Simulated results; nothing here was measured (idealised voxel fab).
Module name: voxel transistor to metal (process module)
The cross-section on display is named cut; it measures 210 nm wide, and its cells are 5 nm squares.
Cross-section layout: square cells on a grid; listed as bands, top to bottom; a band spans one or more cell rows. Top height, bottom height, nm. Materials left to right, width each, nm. Single material + "full width" = fills band edge to edge. "blank" = empty. Zero point of the height axis is 0; under it, received wafer = one material. Lowest band: continues down indefinitely, "from 0 down". Graded width ("30->40"): value in top row of band = first number; value in bottom row = second number; row-to-row change constant. No cell of the cross-section changed in a step that is given as "everything unchanged". Under "Internal closed voids" you'll find the enclosed gaps, the ones with no way out to the top, that are 8 cells or bigger; each reads width x height at distance, with distance counted from the left edge, everything in nm. Note: text after step settings on the step line = simulator remark on that step. When a step includes a mask, the "overlay nm" setting on its line states how far to the right of its planned place that mask lay, and negative values state how far to the left.

The steps planned for the process are as follows:
| 1 | RECEIVE: material Si |
| 2 | OXIDIZE: depth nm 5 |
| 3 | CONFORMAL_DEP: material SiN, thk nm 10 |
| 4 | MASKED_ETCH: tone cover, mask id ACTIVE, width nm 110, etch materials SiN, depth nm 10, overlay nm 0 |
| 5 | MASKED_ETCH: tone cover, mask id ACTIVE, width nm 110, etch materials SiO2, depth nm 5, overlay nm 0 |
| 6 | MASKED_ETCH: tone cover, mask id ACTIVE, width nm 110, etch materials Si, depth nm 20, overlay nm 0 |
| 7 | FILL_DEP: material SiO2, thk nm 10 |
| 8 | CMP: height nm 10 |
| 9 | SELECTIVE_ETCH: etch materials SiO2, depth nm 10 |
| 10 | STRIP: etch materials SiN |
| 11 | SELECTIVE_ETCH: etch materials SiO2, depth nm 5 |
| 12 | OXIDIZE: depth nm 5 |
| 13 | DIRECTIONAL_DEP: material polySi, thk nm 20 |
| 14 | DIRECTIONAL_DEP: material SiCN, thk nm 15 |
| 15 | DIRECTIONAL_DEP: material aC, thk nm 10 |
| 16 | PATTERN: tone cover, mask id GATE, material resist, width nm 30, thk nm 25, overlay nm 0 |
| 17 | DIRECTIONAL_ETCH: etch materials aC, depth nm 10 |
| 18 | STRIP: etch materials resist |
| 19 | DIRECTIONAL_ETCH: etch materials SiCN, depth nm 25 |
| 20 | DIRECTIONAL_ETCH: etch materials polySi, depth nm 30 |
| 21 | STRIP: etch materials aC |
| 22 | CONFORMAL_DEP: material SiN, thk nm 10 |
| 23 | DIRECTIONAL_ETCH: etch materials SiN, depth nm 10 |
| 24 | DIRECTIONAL_ETCH: etch materials SiO2, depth nm 5 |
| 25 | DIRECTIONAL_ETCH: etch materials Si, depth nm 15 |
| 26 | EPI: material nSi, thk nm 20 |
| 27 | FILL_DEP: material SiO2, thk nm 10 |
| 28 | CMP: height nm 15 |
| 29 | STRIP: etch materials polySi |
| 30 | SELECTIVE_ETCH: etch materials SiO2, depth nm 5 |
| 31 | CONFORMAL_DEP: material HfO2, thk nm 5 |
| 32 | CONFORMAL_DEP: material TiN, thk nm 5 |
| 33 | FILL_DEP: material W, thk nm 10 |
| 34 | CMP: height nm 10 |
| 35 | DIRECTIONAL_DEP: material SiO2, thk nm 10 |
| 36 | DIRECTIONAL_DEP: material aC, thk nm 15 |
| 37 | PATTERN: tone open, mask id CONTACT, material resist, width nm 15, pitch nm 75, thk nm 35, overlay nm 0 |
| 38 | DIRECTIONAL_ETCH: etch materials aC, depth nm 15 |
| 39 | STRIP: etch materials resist |
| 40 | DIRECTIONAL_ETCH: etch materials SiO2, depth nm 10 |
| 41 | STRIP: etch materials aC |
| 42 | CONFORMAL_DEP: material TiN, thk nm 5 |
| 43 | FILL_DEP: material Ru, thk nm 10 |
| 44 | CMP: height nm 20 |
| 45 | CONFORMAL_DEP: material SiCN, thk nm 5 |
| 46 | DIRECTIONAL_DEP: material SiO2, thk nm 15 |
| 47 | PATTERN: tone open, mask id METAL_1, material resist, width nm 15, pitch nm 75, thk nm 20, overlay nm 0 |
| 48 | DIRECTIONAL_ETCH: etch materials SiO2, depth nm 15 |
| 49 | DIRECTIONAL_ETCH: etch materials SiCN, depth nm 5 |
| 50 | STRIP: etch materials resist |
| 51 | CONFORMAL_DEP: material TiN, thk nm 5 |
| 52 | FILL_DEP: material Ru, thk nm 10 |
| 53 | CMP: height nm 40 |
| 54 | CONFORMAL_DEP: material SiN, thk nm 5 |

As-received state of the wafer in cross-section, equivalent to post-step 1:
	from 0 down: Si full width
	Internal closed voids: none

Module complete - cross-section of the first of two wafers, run according to plan:
	from 45 to 40: SiN full width
	from 40 to 25: SiO2 60 / TiN 5 / Ru 5 / TiN 5 / SiO2 60 / TiN 5 / Ru 5 / TiN 5 / SiO2 60
	from 25 to 20: SiCN 60 / TiN 15 / SiCN 60 / TiN 15 / SiCN 60
	from 20 to 15: SiO2 60 / TiN 5 / Ru 5 / TiN 5 / SiO2 60 / TiN 5 / Ru 5 / TiN 5 / SiO2 60
	from 15 to 10: SiO2 60 / TiN 15 / SiO2 60 / TiN 15 / SiO2 60
	from 10 to 0: SiO2 60 / nSi 20 / SiN 10 / HfO2 5 / TiN 5 / W 10 / TiN 5 / HfO2 5 / SiN 10 / nSi 20 / SiO2 60
	from 0 to -5: SiO2 60 / nSi 20 / SiN 10 / HfO2 5 / TiN 20 / HfO2 5 / SiN 10 / nSi 20 / SiO2 60
	from -5 to -10: SiO2 45 / nSi 35 / SiO2 5 / HfO2 40 / SiO2 5 / nSi 35 / SiO2 45
	from -10 to -25: SiO2 50 / nSi 30 / Si 50 / nSi 30 / SiO2 50
	from -25 down: Si full width
	Internal closed voids: none

second wafer at the end: like start, like plan, one mistake:
	from 45 to 40: SiN full width
	from 40 to 25: SiO2 70 / TiN 5 / Ru 5 / TiN 5 / SiO2 60 / TiN 5 / Ru 5 / TiN 5 / SiO2 50
	from 25 to 20: SiCN 70 / TiN 15 / SiCN 60 / TiN 15 / SiCN 50
	from 20 to 15: SiO2 60 / TiN 5 / Ru 5 / TiN 5 / SiO2 60 / TiN 5 / Ru 5 / TiN 5 / SiO2 60
	from 15 to 10: SiO2 60 / TiN 15 / SiO2 60 / TiN 15 / SiO2 60
	from 10 to 0: SiO2 60 / nSi 20 / SiN 10 / HfO2 5 / TiN 5 / W 10 / TiN 5 / HfO2 5 / SiN 10 / nSi 20 / SiO2 60
	from 0 to -5: SiO2 60 / nSi 20 / SiN 10 / HfO2 5 / TiN 20 / HfO2 5 / SiN 10 / nSi 20 / SiO2 60
	from -5 to -10: SiO2 45 / nSi 35 / SiO2 5 / HfO2 40 / SiO2 5 / nSi 35 / SiO2 45
	from -10 to -25: SiO2 50 / nSi 30 / Si 50 / nSi 30 / SiO2 50
	from -25 down: Si full width
	Internal closed voids: none
What was the processing mistake? step 47 ran as: PATTERN: tone open, mask id METAL_1, material resist, width nm 15, pitch nm 75, thk nm 20, overlay nm 10
Matching per-material cell counts, mismatched positions: that is how the second wafer compares with the first at the end.
